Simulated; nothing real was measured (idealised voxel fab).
Process module heading - voxel transistor to metal
Each square cell in cross-section cut measures 5 nm, and the section as a whole is 300 nm wide.
A cross-section is a grid of square cells, given in bands from the top down. A band is one or more rows of cells. Within each band entry, the heights of the top and of the bottom of the band appear first, in that order and in nm; the materials of the band then follow from left to right, each with its corresponding width in nm. The designation "everywhere" on a single material indicates that it fills the band from edge to edge; the designation "empty" indicates empty space. For the purposes of this specification, 0 denotes the height below which the wafer in its as-received condition is composed wholly of one material, and the lowermost band, lacking a lower limit, extends downward without end, as expressed in "0..down". The two numbers in a width such as "30 to 40" mark its ends across the band: the first belongs to the top row of cells, the second to the bottom row, and from each row to the next the width moves by the same amount. Reading "nothing altered" for a step: not a cell of the cross-section changed in it. Entry "Closed cavities". Content: empty spaces with no open connection to the top, size 8 cells or greater. Each: width x height at distance. Distance: from left edge. Unit: nm. Text after the settings on a step's line: the simulator's own remark on that step. When a step includes a mask, the "overlay nm" setting on its line states how far to the right of its planned place that mask lay, and negative values state how far to the left.
-- Steps in the process plan
step 1: RECEIVE: material Si
step 2: OXIDIZE: depth nm 5
step 3: CONFORMAL_DEP: material SiN, thk nm 15
step 4: PATTERN: tone cover, mask id ACTIVE, material resist, width nm 90, pitch nm 110, thk nm 20, overlay nm 0
step 5: DIRECTIONAL_ETCH: etch materials SiN, depth nm 15
step 6: DIRECTIONAL_ETCH: etch materials SiO2, depth nm 5
step 7: DIRECTIONAL_ETCH: etch materials Si, depth nm 30
step 8: STRIP: etch materials resist
step 9: OXIDIZE: depth nm 5
step 10: FILL_DEP: material SiO2, thk nm 10
step 11: CMP: height nm 15
step 12: SELECTIVE_ETCH: etch materials SiO2, depth nm 5
step 13: STRIP: etch materials SiN
step 14: SELECTIVE_ETCH: etch materials SiO2, depth nm 5
step 15: OXIDIZE: depth nm 5
step 16: DIRECTIONAL_DEP: material polySi, thk nm 30
step 17: DIRECTIONAL_DEP: material SiCN, thk nm 10
step 18: MASKED_ETCH: tone cover, mask id GATE, width nm 20, pitch nm 110, etch materials SiCN, depth nm 20, overlay nm 0
step 19: MASKED_ETCH: tone cover, mask id GATE, width nm 20, pitch nm 110, etch materials polySi, depth nm 40, overlay nm 0
step 20: CONFORMAL_DEP: material SiO2, thk nm 5
step 21: DIRECTIONAL_ETCH: etch materials SiO2, depth nm 5
step 22: CONFORMAL_DEP: material SiN, thk nm 5
step 23: DIRECTIONAL_ETCH: etch materials SiN, depth nm 5
step 24: DIRECTIONAL_ETCH: etch materials SiO2, depth nm 5
step 25: DIRECTIONAL_ETCH: etch materials Si, depth nm 15
step 26: EPI: material SiGe, thk nm 15
step 27: FILL_DEP: material SiO2, thk nm 5
step 28: CMP: height nm 35
step 29: DIRECTIONAL_DEP: material SiO2, thk nm 10
step 30: DIRECTIONAL_DEP: material aC, thk nm 15
step 31: PATTERN: tone open, mask id CONTACT, material resist, width nm 15, thk nm 35, overlay nm 0
step 32: DIRECTIONAL_ETCH: etch materials aC, depth nm 15
step 33: STRIP: etch materials resist
step 34: DIRECTIONAL_ETCH: etch materials SiO2, depth nm 55
step 35: STRIP: etch materials aC
step 36: CONFORMAL_DEP: material TiN, thk nm 5
step 37: FILL_DEP: material W, thk nm 5
step 38: CMP: height nm 45
step 39: DIRECTIONAL_DEP: material TiN, thk nm 5
step 40: DIRECTIONAL_DEP: material Ru, thk nm 20
step 41: PATTERN: tone cover, mask id METAL_1, material resist, width nm 15, thk nm 15, overlay nm 0
step 42: DIRECTIONAL_ETCH: etch materials Ru, depth nm 20
step 43: DIRECTIONAL_ETCH: etch materials TiN, depth nm 5
step 44: STRIP: etch materials resist
step 45: CONFORMAL_DEP: material SiN, thk nm 5
step 46: FILL_DEP: material SiO2, thk nm 10
step 47: CMP: height nm 70
step 48: CONFORMAL_DEP: material SiCN, thk nm 5
-- Wafer cross-section on receipt, i.e. after step 1
    0..down: Si everywhere
    Closed cavities: none
-- As-planned run: cross-section of the first of two wafers at end of module
    75..70: SiCN everywhere
    70..50: 50 of SiO2  5 of SiN  15 of Ru  5 of SiN  40 of SiO2  5 of SiN  15 of Ru  5 of SiN  20 of SiO2  5 of SiN  15 of Ru  5 of SiN  40 of SiO2  5 of SiN  15 of Ru  5 of SiN  50 of SiO2
    50..45: 55 of SiN  15 of TiN  50 of SiN  15 of TiN  30 of SiN  15 of TiN  50 of SiN  15 of TiN  55 of SiN
    45..35: 55 of SiO2  5 of TiN  5 of W  5 of TiN  50 of SiO2  5 of TiN  5 of W  5 of TiN  30 of SiO2  5 of TiN  5 of W  5 of TiN  50 of SiO2  5 of TiN  5 of W  5 of TiN  55 of SiO2
    35..25: 55 of SiO2  5 of TiN  5 of W  5 of TiN  5 of SiO2  5 of SiN  5 of SiO2  20 of SiCN  5 of SiO2  5 of SiN  5 of SiO2  5 of TiN  5 of W  5 of TiN  30 of SiO2  5 of TiN  5 of W  5 of TiN  5 of SiO2  5 of SiN  5 of SiO2  20 of SiCN  5 of SiO2  5 of SiN  5 of SiO2  5 of TiN  5 of W  5 of TiN  55 of SiO2
    25..10: 55 of SiO2  5 of TiN  5 of W  5 of TiN  5 of SiO2  5 of SiN  5 of SiO2  20 of polySi  5 of SiO2  5 of SiN  5 of SiO2  5 of TiN  5 of W  5 of TiN  30 of SiO2  5 of TiN  5 of W  5 of TiN  5 of SiO2  5 of SiN  5 of SiO2  20 of polySi  5 of SiO2  5 of SiN  5 of SiO2  5 of TiN  5 of W  5 of TiN  55 of SiO2
    10..5: 55 of SiO2  15 of TiN  5 of SiO2  5 of SiN  5 of SiO2  20 of polySi  5 of SiO2  5 of SiN  5 of SiO2  15 of TiN  30 of SiO2  15 of TiN  5 of SiO2  5 of SiN  5 of SiO2  20 of polySi  5 of SiO2  5 of SiN  5 of SiO2  15 of TiN  55 of SiO2
    5..-5: 50 of SiO2  5 of SiN  5 of TiN  15 of SiGe  5 of SiN  5 of SiO2  20 of polySi  5 of SiO2  5 of SiN  15 of SiGe  5 of TiN  5 of SiN  20 of SiO2  5 of SiN  5 of TiN  15 of SiGe  5 of SiN  5 of SiO2  20 of polySi  5 of SiO2  5 of SiN  15 of SiGe  5 of TiN  5 of SiN  50 of SiO2
    -5..-10: 55 of SiO2  5 of TiN  15 of SiGe  40 of SiO2  15 of SiGe  5 of TiN  30 of SiO2  5 of TiN  15 of SiGe  40 of SiO2  15 of SiGe  5 of TiN  55 of SiO2
    -10..-25: 55 of SiO2  20 of SiGe  40 of Si  20 of SiGe  30 of SiO2  20 of SiGe  40 of Si  20 of SiGe  55 of SiO2
    -25..-40: 55 of SiO2  80 of Si  30 of SiO2  80 of Si  55 of SiO2
    -40..down: Si everywhere
    Closed cavities: none
-- Second wafer cross-section at end of module - shared start and plan with the first, one mistake in the run
    75..70: SiCN everywhere
    70..50: 50 of SiO2  5 of SiN  15 of Ru  5 of SiN  40 of SiO2  5 of SiN  15 of Ru  5 of SiN  20 of SiO2  5 of SiN  15 of Ru  5 of SiN  40 of SiO2  5 of SiN  15 of Ru  5 of SiN  50 of SiO2
    50..45: 55 of SiN  15 of TiN  50 of SiN  15 of TiN  30 of SiN  15 of TiN  50 of SiN  15 of TiN  55 of SiN
    45..35: 55 of SiO2  5 of TiN  10 of W  5 of TiN  45 of SiO2  5 of TiN  10 of W  5 of TiN  25 of SiO2  5 of TiN  10 of W  5 of TiN  45 of SiO2  5 of TiN  10 of W  5 of TiN  50 of SiO2
    35..25: 55 of SiO2  5 of TiN  10 of W  5 of TiN  5 of SiN  5 of SiO2  20 of SiCN  5 of SiO2  5 of SiN  5 of SiO2  5 of TiN  10 of W  5 of TiN  25 of SiO2  5 of TiN  10 of W  5 of TiN  5 of SiN  5 of SiO2  20 of SiCN  5 of SiO2  5 of SiN  5 of SiO2  5 of TiN  10 of W  5 of TiN  50 of SiO2
    25..10: 55 of SiO2  5 of TiN  10 of W  5 of TiN  5 of SiN  5 of SiO2  20 of polySi  5 of SiO2  5 of SiN  5 of SiO2  5 of TiN  10 of W  5 of TiN  25 of SiO2  5 of TiN  10 of W  5 of TiN  5 of SiN  5 of SiO2  20 of polySi  5 of SiO2  5 of SiN  5 of SiO2  5 of TiN  10 of W  5 of TiN  50 of SiO2
    10..5: 55 of SiO2  20 of TiN  5 of SiN  5 of SiO2  20 of polySi  5 of SiO2  5 of SiN  5 of SiO2  20 of TiN  25 of SiO2  20 of TiN  5 of SiN  5 of SiO2  20 of polySi  5 of SiO2  5 of SiN  5 of SiO2  20 of TiN  50 of SiO2
    5..-5: 50 of SiO2  5 of SiN  5 of TiN  15 of SiGe  5 of SiN  5 of SiO2  20 of polySi  5 of SiO2  5 of SiN  15 of SiGe  5 of TiN  5 of SiN  20 of SiO2  5 of SiN  5 of TiN  15 of SiGe  5 of SiN  5 of SiO2  20 of polySi  5 of SiO2  5 of SiN  15 of SiGe  5 of TiN  5 of SiN  50 of SiO2
    -5..-10: 55 of SiO2  5 of TiN  15 of SiGe  40 of SiO2  15 of SiGe  5 of TiN  30 of SiO2  5 of TiN  15 of SiGe  40 of SiO2  15 of SiGe  5 of TiN  55 of SiO2
    -10..-25: 55 of SiO2  20 of SiGe  40 of Si  20 of SiGe  30 of SiO2  20 of SiGe  40 of Si  20 of SiGe  55 of SiO2
    -25..-40: 55 of SiO2  80 of Si  30 of SiO2  80 of Si  55 of SiO2
    -40..down: Si everywhere
    Closed cavities: none
Against the plan, the run slipped here: in deviation from the planned setting, step 31 was conducted as PATTERN: tone open, mask id CONTACT, material resist, width nm 20, thk nm 35, overlay nm 0
Wrapping up, a cell-based count of both wafers puts the second over or under the first for these materials: SiO2: 32 fewer; TiN: 4 more; W: 28 more
